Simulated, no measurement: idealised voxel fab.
A process module follows: voxel transistor to metal.
FYI the section here is cut, 195 nm wide, cells are 5 nm squares.
Cross-section = grid of square cells, listed top down in bands; band = one or more rows.
First you get the band's top height and its bottom height, in nm, and then the materials it's made of, left to right, with each width in nm. If you see a single material with "all across", that one covers the band edge to edge. "blank" is empty space.
Height reference: 0 = level under which incoming wafer is all one material. Lowest band: no bottom, runs on downward, e.g. "0 nm and below".
When a width is written as two numbers, as in "30 to 40", the first number is the width in the top row of cells of the band and the second is the width in its bottom row, and the width changes by the same amount from each row to the next.
"same as before" -> step changed no cross-section cell.
"Listed closed voids" contains a list of empty spaces, each no smaller than 8 cells and without an open way to the top, written in the form width x height at distance with the distance from the left edge and all three in nm.
Whatever follows a step's settings on its line is a remark the simulator itself makes about that step.
When a step includes a mask, the "overlay nm" setting on its line states how far to the right of its planned place that mask lay, and negative values state how far to the left.
### Planned step list for the process
1. RECEIVE: material Si
2. CONFORMAL_DEP: material SiO2, thk nm 5
3. CONFORMAL_DEP: material SiN, thk nm 15
4. PATTERN: tone cover, mask id ACTIVE, material resist, width nm 115, thk nm 15, overlay nm 0
5. DIRECTIONAL_ETCH: etch materials SiN, depth nm 15
6. DIRECTIONAL_ETCH: etch materials SiO2, depth nm 5
7. DIRECTIONAL_ETCH: etch materials Si, depth nm 35
8. STRIP: etch materials resist
9. OXIDIZE: depth nm 5
10. FILL_DEP: material SiO2, thk nm 5
11. CMP: height nm 20
12. SELECTIVE_ETCH: etch materials SiO2, depth nm 10
13. STRIP: etch materials SiN
14. SELECTIVE_ETCH: etch materials SiO2, depth nm 5
15. OXIDIZE: depth nm 5
16. DIRECTIONAL_DEP: material polySi, thk nm 30
17. DIRECTIONAL_DEP: material SiCN, thk nm 15
18. PATTERN: tone cover, mask id GATE, material resist, width nm 35, thk nm 15, overlay nm 0
19. DIRECTIONAL_ETCH: etch materials SiCN, depth nm 25
20. DIRECTIONAL_ETCH: etch materials polySi, depth nm 40
21. STRIP: etch materials resist
22. CONFORMAL_DEP: material SiN, thk nm 5
23. DIRECTIONAL_ETCH: etch materials SiN, depth nm 5
24. DIRECTIONAL_ETCH: etch materials SiO2, depth nm 5
25. DIRECTIONAL_ETCH: etch materials Si, depth nm 15
26. EPI: material nSi, thk nm 20
27. FILL_DEP: material SiO2, thk nm 5
28. CMP: height nm 30
29. STRIP: etch materials polySi
30. SELECTIVE_ETCH: etch materials SiO2, depth nm 5
31. CONFORMAL_DEP: material HfO2, thk nm 5
32. CONFORMAL_DEP: material TiN, thk nm 5
33. FILL_DEP: material W, thk nm 10
34. CMP: height nm 25
35. DIRECTIONAL_DEP: material SiO2, thk nm 15
36. DIRECTIONAL_DEP: material aC, thk nm 15
37. PATTERN: tone open, mask id CONTACT, material resist, width nm 15, pitch nm 90, thk nm 35, overlay nm 0
38. DIRECTIONAL_ETCH: etch materials aC, depth nm 15
39. STRIP: etch materials resist
40. DIRECTIONAL_ETCH: etch materials SiO2, depth nm 40
41. STRIP: etch materials aC
42. CONFORMAL_DEP: material TiN, thk nm 5
43. FILL_DEP: material W, thk nm 5
44. CMP: height nm 40
45. CONFORMAL_DEP: material SiCN, thk nm 5
46. DIRECTIONAL_DEP: material SiO2, thk nm 20
47. PATTERN: tone open, mask id METAL_1, material resist, width nm 15, pitch nm 90, thk nm 20, overlay nm 0
48. DIRECTIONAL_ETCH: etch materials SiO2, depth nm 20
49. DIRECTIONAL_ETCH: etch materials SiCN, depth nm 5
50. STRIP: etch materials resist
51. CONFORMAL_DEP: material TiN, thk nm 5
52. FILL_DEP: material Cu, thk nm 10
53. CMP: height nm 65
54. EPI: material Ru, thk nm 5
55. FILL_DEP: material SiCN, thk nm 5
56. DIRECTIONAL_DEP: material SiO2, thk nm 25
57. PATTERN: tone open, mask id METAL_2, material resist, width nm 15, pitch nm 90, thk nm 20, overlay nm 0
58. DIRECTIONAL_ETCH: etch materials SiO2, depth nm 15
59. STRIP: etch materials resist
60. MASKED_ETCH: tone open, mask id METAL_2_HOLES, width nm 15, pitch nm 90, etch materials SiO2, depth nm 10, overlay nm 0
61. MASKED_ETCH: tone open, mask id METAL_2_HOLES, width nm 15, pitch nm 90, etch materials SiCN, depth nm 5, overlay nm 0
62. CONFORMAL_DEP: material TiN, thk nm 5
63. FILL_DEP: material Cu, thk nm 10
64. CMP: height nm 100
65. CONFORMAL_DEP: material SiN, thk nm 5
### As received (post step 1): cross-section
  0 nm and below = Si all across
  Listed closed voids: none
### Looking at the first of two wafers in cross-section at end of module - ran to plan
  105 nm to 100 nm = SiN all across
  100 nm to 75 nm = SiO2=45 / TiN=5 / Cu=5 / TiN=5 / SiO2=75 / TiN=5 / Cu=5 / TiN=5 / SiO2=45
  75 nm to 70 nm = SiCN=45 / TiN=15 / SiCN=75 / TiN=15 / SiCN=45
  70 nm to 65 nm = SiCN=40 / Ru=25 / SiCN=65 / Ru=25 / SiCN=40
  65 nm to 45 nm = SiO2=45 / TiN=5 / Cu=5 / TiN=5 / SiO2=75 / TiN=5 / Cu=5 / TiN=5 / SiO2=45
  45 nm to 40 nm = SiCN=45 / TiN=15 / SiCN=75 / TiN=15 / SiCN=45
  40 nm to 25 nm = SiO2=45 / TiN=5 / W=5 / TiN=5 / SiO2=75 / TiN=5 / W=5 / TiN=5 / SiO2=45
  25 nm to 20 nm = SiO2=45 / TiN=5 / W=5 / TiN=5 / SiO2=15 / SiN=5 / HfO2=5 / TiN=5 / W=15 / TiN=5 / HfO2=5 / SiN=5 / SiO2=15 / TiN=5 / W=5 / TiN=5 / SiO2=45
  20 nm to 15 nm = SiO2=45 / TiN=15 / SiO2=15 / SiN=5 / HfO2=5 / TiN=5 / W=15 / TiN=5 / HfO2=5 / SiN=5 / SiO2=15 / TiN=15 / SiO2=45
  15 nm to 5 nm = SiO2=45 / TiN=10 / nSi=20 / SiN=5 / HfO2=5 / TiN=5 / W=15 / TiN=5 / HfO2=5 / SiN=5 / nSi=20 / TiN=10 / SiO2=45
  5 nm to 0 nm = SiO2=35 / SiN=5 / SiO2=5 / TiN=10 / nSi=20 / SiN=5 / HfO2=5 / TiN=25 / HfO2=5 / SiN=5 / nSi=20 / TiN=10 / SiO2=5 / SiN=5 / SiO2=35
  0 nm to -5 nm = SiO2=40 / nSi=35 / HfO2=45 / nSi=35 / SiO2=40
  -5 nm to -20 nm = SiO2=45 / nSi=30 / Si=45 / nSi=30 / SiO2=45
  -20 nm to -40 nm = SiO2=45 / Si=105 / SiO2=45
  -40 nm and below = Si all across
  Listed closed voids: none
### End-of-module cross-section of the second wafer: identical starting point and process plan to the first, with one processing mistake
  105 nm to 100 nm = SiN all across
  100 nm to 75 nm = SiO2 all across
  75 nm to 70 nm = SiCN all across
  70 nm to 65 nm = SiCN=40 / Ru=25 / SiCN=65 / Ru=25 / SiCN=40
  65 nm to 45 nm = SiO2=45 / TiN=5 / Cu=5 / TiN=5 / SiO2=75 / TiN=5 / Cu=5 / TiN=5 / SiO2=45
  45 nm to 40 nm = SiCN=45 / TiN=15 / SiCN=75 / TiN=15 / SiCN=45
  40 nm to 25 nm = SiO2=45 / TiN=5 / W=5 / TiN=5 / SiO2=75 / TiN=5 / W=5 / TiN=5 / SiO2=45
  25 nm to 20 nm = SiO2=45 / TiN=5 / W=5 / TiN=5 / SiO2=15 / SiN=5 / HfO2=5 / TiN=5 / W=15 / TiN=5 / HfO2=5 / SiN=5 / SiO2=15 / TiN=5 / W=5 / TiN=5 / SiO2=45
  20 nm to 15 nm = SiO2=45 / TiN=15 / SiO2=15 / SiN=5 / HfO2=5 / TiN=5 / W=15 / TiN=5 / HfO2=5 / SiN=5 / SiO2=15 / TiN=15 / SiO2=45
  15 nm to 5 nm = SiO2=45 / TiN=10 / nSi=20 / SiN=5 / HfO2=5 / TiN=5 / W=15 / TiN=5 / HfO2=5 / SiN=5 / nSi=20 / TiN=10 / SiO2=45
  5 nm to 0 nm = SiO2=35 / SiN=5 / SiO2=5 / TiN=10 / nSi=20 / SiN=5 / HfO2=5 / TiN=25 / HfO2=5 / SiN=5 / nSi=20 / TiN=10 / SiO2=5 / SiN=5 / SiO2=35
  0 nm to -5 nm = SiO2=40 / nSi=35 / HfO2=45 / nSi=35 / SiO2=40
  -5 nm to -20 nm = SiO2=45 / nSi=30 / Si=45 / nSi=30 / SiO2=45
  -20 nm to -40 nm = SiO2=45 / Si=105 / SiO2=45
  -40 nm and below = Si all across
  Listed closed voids: none
The plan and the run diverged here: heads up, step 56 of the plan got done twice
Once processing is complete, comparing cell counts shows that the second wafer has more or fewer of certain materials than the first: 10 fewer of Cu, 6 more of SiCN, 30 more of SiO2, 26 fewer of TiN
